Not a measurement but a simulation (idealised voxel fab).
voxel self aligned vias: a process module
Cross-section cut: width 260 nm, square cells of 5 nm.
The cross-sections in this document take the form of a grid made of square cells. They are written out as bands, in order from top to bottom. Each band consists of one or more rows of cells. A band entry consists of two parts. The first gives the height of the band's top and the height of its bottom, in nm. The rest lists the band's materials from left to right, each with its width in nm. A single material labelled with the word "all across" fills the band from edge to edge, and the word "air" marks empty space. All heights in this document are referenced to 0, defined as the level beneath which the wafer, as received, consists entirely of one material. The lowest band is not bounded below; it extends indefinitely downward and is written in the form "0 down". A width given as "30 to 40" starts at the first number in the band's top row and ends at the second number in its bottom row, shifting by an equal amount at every step from row to row. When a step is marked "no alterations made", none of the cells in the cross-section changed during that step. The list in "Voids, sealed" covers empty spaces of 8 cells or more that cannot reach the top through any open way, and it gives each as width x height at distance; the distance is from the left edge, and width, height and distance are in nm. On a step's line, text after the settings is the simulator commenting on that step. overlay nm: where the mask lay relative to plan, measured to the right, on steps with a mask; negatives go left.

### Set out below are the planned steps of the process
1. RECEIVE (material Si)
2. CONFORMAL_DEP (material SiO2; thk nm 10)
3. CONFORMAL_DEP (material SiCN; thk nm 5)
4. DIRECTIONAL_DEP (material lowk; thk nm 30)
5. PATTERN (tone open; mask id LINES; material resist; width nm 20; pitch nm 50; thk nm 20; overlay nm 0)
6. DIRECTIONAL_ETCH (etch materials lowk; depth nm 30)
7. STRIP (etch materials resist)
8. CONFORMAL_DEP (material TiN; thk nm 5)
9. FILL_DEP (material W; thk nm 10)
10. CMP (height nm 45)
11. SELECTIVE_ETCH (etch materials W Ru TiN; depth nm 5)
12. FILL_DEP (material SiN; thk nm 10)
13. CMP (height nm 45)
14. DIRECTIONAL_DEP (material lowk; thk nm 20)
15. MASKED_ETCH (tone open; mask id VIAS; width nm 30; etch materials lowk; depth nm 20; overlay nm 0)
16. MASKED_ETCH (tone open; mask id VIAS; width nm 30; etch materials SiN; depth nm 5; overlay nm 0)
17. CONFORMAL_DEP (material TiN; thk nm 5)
18. FILL_DEP (material Cu; thk nm 5)
19. CMP (height nm 65)
20. CONFORMAL_DEP (material SiCN; thk nm 5)

### So, the first of our two wafers, run just as we planned it

### Cross-section of the wafer upon arrival, representing the state reached after step 1
  0 down = Si all across
  Voids, sealed: none

### Cross-section through the wafer, step 2 finished
  10 to 0 = SiO2 all across
  Below 0, no change.

### Cross-section through the wafer, step 3 finished
  15 to 10 = SiCN all across
  Below 10, no change.

### Cross-section through the wafer, step 4 finished
  45 to 15 = lowk all across
  Below 15, no change.

### Cross-section through the wafer, step 5 finished
  65 to 45 = 95 resist / 20 air / 30 resist / 20 air / 95 resist
  Below 45, no change.

### Cross-section through the wafer, step 6 finished
  65 to 45 = 95 resist / 20 air / 30 resist / 20 air / 95 resist
  45 to 15 = 95 lowk / 20 air / 30 lowk / 20 air / 95 lowk
  Below 15, no change.

### Cross-section through the wafer, step 7 finished
  45 to 15 = 95 lowk / 20 air / 30 lowk / 20 air / 95 lowk
  Below 15, no change.

### Cross-section through the wafer, step 8 finished
  50 to 45 = 100 TiN / 10 air / 40 TiN / 10 air / 100 TiN
  45 to 20 = 95 lowk / 5 TiN / 10 air / 5 TiN / 30 lowk / 5 TiN / 10 air / 5 TiN / 95 lowk
  20 to 15 = 95 lowk / 20 TiN / 30 lowk / 20 TiN / 95 lowk
  Below 15, no change.

### Cross-section through the wafer, step 9 finished
  60 to 50 = W all across
  50 to 45 = 100 TiN / 10 W / 40 TiN / 10 W / 100 TiN
  45 to 20 = 95 lowk / 5 TiN / 10 W / 5 TiN / 30 lowk / 5 TiN / 10 W / 5 TiN / 95 lowk
  Below 20, no change.

### Cross-section through the wafer, step 10 finished
  45 to 20 = 95 lowk / 5 TiN / 10 W / 5 TiN / 30 lowk / 5 TiN / 10 W / 5 TiN / 95 lowk
  Below 20, no change.

### Cross-section through the wafer, step 11 finished
  45 to 40 = 95 lowk / 20 air / 30 lowk / 20 air / 95 lowk
  Below 40, no change.

### Cross-section through the wafer, step 12 finished
  55 to 45 = SiN all across
  45 to 40 = 95 lowk / 20 SiN / 30 lowk / 20 SiN / 95 lowk
  Below 40, no change.

### Cross-section through the wafer, step 13 finished
  45 to 40 = 95 lowk / 20 SiN / 30 lowk / 20 SiN / 95 lowk
  Below 40, no change.

### Cross-section through the wafer, step 14 finished
  65 to 45 = lowk all across
  Below 45, no change.

### Cross-section through the wafer, step 15 finished
  65 to 45 = 90 lowk / 30 air / 140 lowk
  Below 45, no change.

### Cross-section through the wafer, step 16 finished
  65 to 45 = 90 lowk / 30 air / 140 lowk
  45 to 40 = 95 lowk / 20 air / 30 lowk / 20 SiN / 95 lowk
  Below 40, no change.

### Cross-section through the wafer, step 17 finished
  70 to 65 = 95 TiN / 20 air / 145 TiN
  65 to 50 = 90 lowk / 5 TiN / 20 air / 5 TiN / 140 lowk
  50 to 45 = 90 lowk / 10 TiN / 10 air / 10 TiN / 140 lowk
  45 to 40 = 95 lowk / 20 TiN / 30 lowk / 20 SiN / 95 lowk
  Below 40, no change.

### Cross-section through the wafer, step 18 finished
  75 to 70 = Cu all across
  70 to 65 = 95 TiN / 20 Cu / 145 TiN
  65 to 50 = 90 lowk / 5 TiN / 20 Cu / 5 TiN / 140 lowk
  50 to 45 = 90 lowk / 10 TiN / 10 Cu / 10 TiN / 140 lowk
  Below 45, no change.

### Cross-section through the wafer, step 19 finished
  65 to 50 = 90 lowk / 5 TiN / 20 Cu / 5 TiN / 140 lowk
  Below 50, no change.

### Cross-section through the wafer, step 20 finished
  70 to 65 = SiCN all across
  Below 65, no change.

### The second wafer: identical to the first at the outset and in its planned sequence, differing only in that one mistake was made during processing; up to and including step 1, its path is the first wafer's path

X-section, second wafer, when step 2 was due to finish: no alterations made

### X-section, second wafer, when step 3 was due to finish
  5 to 0 = SiCN all across
  Below 0, no change.

### X-section, second wafer, when step 4 was due to finish
  35 to 5 = lowk all across
  Below 5, no change.

### X-section, second wafer, when step 5 was due to finish
  55 to 35 = 95 resist / 20 air / 30 resist / 20 air / 95 resist
  Below 35, no change.

### X-section, second wafer, when step 6 was due to finish
  55 to 35 = 95 resist / 20 air / 30 resist / 20 air / 95 resist
  35 to 5 = 95 lowk / 20 air / 30 lowk / 20 air / 95 lowk
  Below 5, no change.

### X-section, second wafer, when step 7 was due to finish
  35 to 5 = 95 lowk / 20 air / 30 lowk / 20 air / 95 lowk
  Below 5, no change.

### X-section, second wafer, when step 8 was due to finish
  40 to 35 = 100 TiN / 10 air / 40 TiN / 10 air / 100 TiN
  35 to 10 = 95 lowk / 5 TiN / 10 air / 5 TiN / 30 lowk / 5 TiN / 10 air / 5 TiN / 95 lowk
  10 to 5 = 95 lowk / 20 TiN / 30 lowk / 20 TiN / 95 lowk
  Below 5, no change.

### X-section, second wafer, when step 9 was due to finish
  50 to 40 = W all across
  40 to 35 = 100 TiN / 10 W / 40 TiN / 10 W / 100 TiN
  35 to 10 = 95 lowk / 5 TiN / 10 W / 5 TiN / 30 lowk / 5 TiN / 10 W / 5 TiN / 95 lowk
  Below 10, no change.

### X-section, second wafer, when step 10 was due to finish
  45 to 40 = W all across
  Below 40, no change.

### X-section, second wafer, when step 11 was due to finish
  40 to 35 = 100 TiN / 10 W / 40 TiN / 10 W / 100 TiN
  Below 35, no change.

### X-section, second wafer, when step 12 was due to finish
  50 to 40 = SiN all across
  Below 40, no change.

### X-section, second wafer, when step 13 was due to finish
  45 to 40 = SiN all across
  Below 40, no change.

### X-section, second wafer, when step 14 was due to finish
  65 to 45 = lowk all across
  Below 45, no change.

### X-section, second wafer, when step 15 was due to finish
  65 to 45 = 90 lowk / 30 air / 140 lowk
  Below 45, no change.

### X-section, second wafer, when step 16 was due to finish
  65 to 45 = 90 lowk / 30 air / 140 lowk
  45 to 40 = 90 SiN / 30 air / 140 SiN
  Below 40, no change.

### X-section, second wafer, when step 17 was due to finish
  70 to 65 = 95 TiN / 20 air / 145 TiN
  65 to 45 = 90 lowk / 5 TiN / 20 air / 5 TiN / 140 lowk
  45 to 40 = 90 SiN / 30 TiN / 140 SiN
  Below 40, no change.

### X-section, second wafer, when step 18 was due to finish
  75 to 70 = Cu all across
  70 to 65 = 95 TiN / 20 Cu / 145 TiN
  65 to 45 = 90 lowk / 5 TiN / 20 Cu / 5 TiN / 140 lowk
  Below 45, no change.

### X-section, second wafer, when step 19 was due to finish
  65 to 45 = 90 lowk / 5 TiN / 20 Cu / 5 TiN / 140 lowk
  Below 45, no change.

### X-section, second wafer, when step 20 was due to finish
  70 to 65 = SiCN all across
  Below 65, no change.
Deviation from plan: heads up, step 2 of the plan was skipped and never actually ran
Final tally in cells, some materials are higher or lower on the second wafer than on the first: 2 more of Cu, 42 more of SiN, 104 fewer of SiO2, 52 more of TiN, 8 more of W
